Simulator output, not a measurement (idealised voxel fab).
The process module that follows is named voxel self aligned vias.
160 nm wide, 5 nm square cells: that's cross-section cut.
This document writes a cross-section as a grid whose cells are square, and gives it as bands, listed from the top down; one or more rows of cells form a band. Top, bottom (nm), then materials left to right with widths (nm); lone material tagged "all across" fills the whole band edge to edge; "empty" = empty space. Height 0 is the level under which the wafer as received is all one material. The lowest band goes on downwards, as in "0 nm and below". So if you see something like "30..40" for the width, read it as the top row of the band sitting at the first number and the bottom row at the second, with every row in between moving by the same amount as the last. Reading "identical to before" for a step: not a cell of the cross-section changed in it. Entry "Sealed cavities". Content: empty spaces with no open connection to the top, size 8 cells or greater. Each: width x height at distance. Distance: from left edge. Unit: nm. Text after the settings on a step's line: the simulator's own remark on that step. When a step includes a mask, the "overlay nm" setting on its line states how far to the right of its planned place that mask lay, and negative values state how far to the left.

[These are the steps we planned for the process]
1: RECEIVE: material Si
2: CONFORMAL_DEP: material SiO2, thk nm 10
3: CONFORMAL_DEP: material SiCN, thk nm 5
4: DIRECTIONAL_DEP: material SiO2, thk nm 25
5: PATTERN: tone open, mask id LINES, material resist, width nm 30, pitch nm 70, thk nm 20, overlay nm 0
6: DIRECTIONAL_ETCH: etch materials SiO2, depth nm 25
7: STRIP: etch materials resist
8: CONFORMAL_DEP: material TiN, thk nm 5
9: FILL_DEP: material W, thk nm 10
10: CMP: height nm 40
11: SELECTIVE_ETCH: etch materials W Ru TiN, depth nm 10
12: FILL_DEP: material SiN, thk nm 5
13: CMP: height nm 40
14: DIRECTIONAL_DEP: material SiO2, thk nm 15
15: DIRECTIONAL_DEP: material aC, thk nm 10
16: PATTERN: tone open, mask id VIAS, material resist, width nm 30, thk nm 30, overlay nm 0
17: DIRECTIONAL_ETCH: etch materials aC, depth nm 10
18: STRIP: etch materials resist
19: DIRECTIONAL_ETCH: etch materials SiO2, depth nm 15
20: DIRECTIONAL_ETCH: etch materials SiN, depth nm 10
21: STRIP: etch materials aC
22: CONFORMAL_DEP: material TiN, thk nm 5
23: FILL_DEP: material Cu, thk nm 10
24: CMP: height nm 55
25: CONFORMAL_DEP: material SiCN, thk nm 5
Where the wafers of this document differ is in the width nm of step 16; they start out the same, and the plan states the value that applied to the first wafer.

[Here's the first of the wafers in cross-section, just as we got it, i.e. after step 1]
- 0 nm and below  Si all across
- Sealed cavities: none

[Post step 25, the closing step of the module: first of several wafers, cross-sectioned]
- 60 nm to 55 nm  SiCN all across
- 55 nm to 40 nm  SiO2 (30)  TiN (5)  Cu (20)  TiN (5)  SiO2 (100)
- 40 nm to 35 nm  SiO2 (30)  TiN (5)  Cu (20)  TiN (5)  SiO2 (40)  SiN (30)  SiO2 (30)
- 35 nm to 30 nm  SiO2 (30)  TiN (30)  SiO2 (40)  SiN (30)  SiO2 (30)
- 30 nm to 20 nm  SiO2 (30)  TiN (5)  W (20)  TiN (5)  SiO2 (40)  TiN (5)  W (20)  TiN (5)  SiO2 (30)
- 20 nm to 15 nm  SiO2 (30)  TiN (30)  SiO2 (40)  TiN (30)  SiO2 (30)
- 15 nm to 10 nm  SiCN all across
- 10 nm to 0 nm  SiO2 all across
- 0 nm and below  Si all across
- Sealed cavities: none

[Cross-section, module end, final of several wafers]
- 60 nm to 55 nm  SiCN all across
- 55 nm to 45 nm  SiO2 (20)  TiN (5)  Cu (45)  TiN (5)  SiO2 (85)
- 45 nm to 40 nm  SiO2 (20)  TiN (15)  Cu (20)  TiN (20)  SiO2 (85)
- 40 nm to 35 nm  SiO2 (30)  TiN (5)  Cu (20)  TiN (5)  SiO2 (40)  SiN (30)  SiO2 (30)
- 35 nm to 30 nm  SiO2 (30)  TiN (30)  SiO2 (40)  SiN (30)  SiO2 (30)
- 30 nm to 20 nm  SiO2 (30)  TiN (5)  W (20)  TiN (5)  SiO2 (40)  TiN (5)  W (20)  TiN (5)  SiO2 (30)
- 20 nm to 15 nm  SiO2 (30)  TiN (30)  SiO2 (40)  TiN (30)  SiO2 (30)
- 15 nm to 10 nm  SiCN all across
- 10 nm to 0 nm  SiO2 all across
- 0 nm and below  Si all across
- Sealed cavities: none

[The table below has one row for each wafer; a row shows, as of the end of the module, how many cells of each material the wafer has gained, marked (+), or lost, marked (-), since it was received, and then the wafer's closed voids]
width nm 30; +16 Cu; +64 SiCN; +12 SiN; +242 SiO2; +34 TiN; +16 W; Sealed cavities: none
width nm 35; +18 Cu; +64 SiCN; +12 SiN; +239 SiO2; +35 TiN; +16 W; Sealed cavities: none
width nm 40; +20 Cu; +64 SiCN; +12 SiN; +236 SiO2; +36 TiN; +16 W; Sealed cavities: none
width nm 45; +22 Cu; +64 SiCN; +12 SiN; +233 SiO2; +37 TiN; +16 W; Sealed cavities: none
width nm 50; +24 Cu; +64 SiCN; +12 SiN; +230 SiO2; +38 TiN; +16 W; Sealed cavities: none
width nm 55; +26 Cu; +64 SiCN; +12 SiN; +227 SiO2; +39 TiN; +16 W; Sealed cavities: none
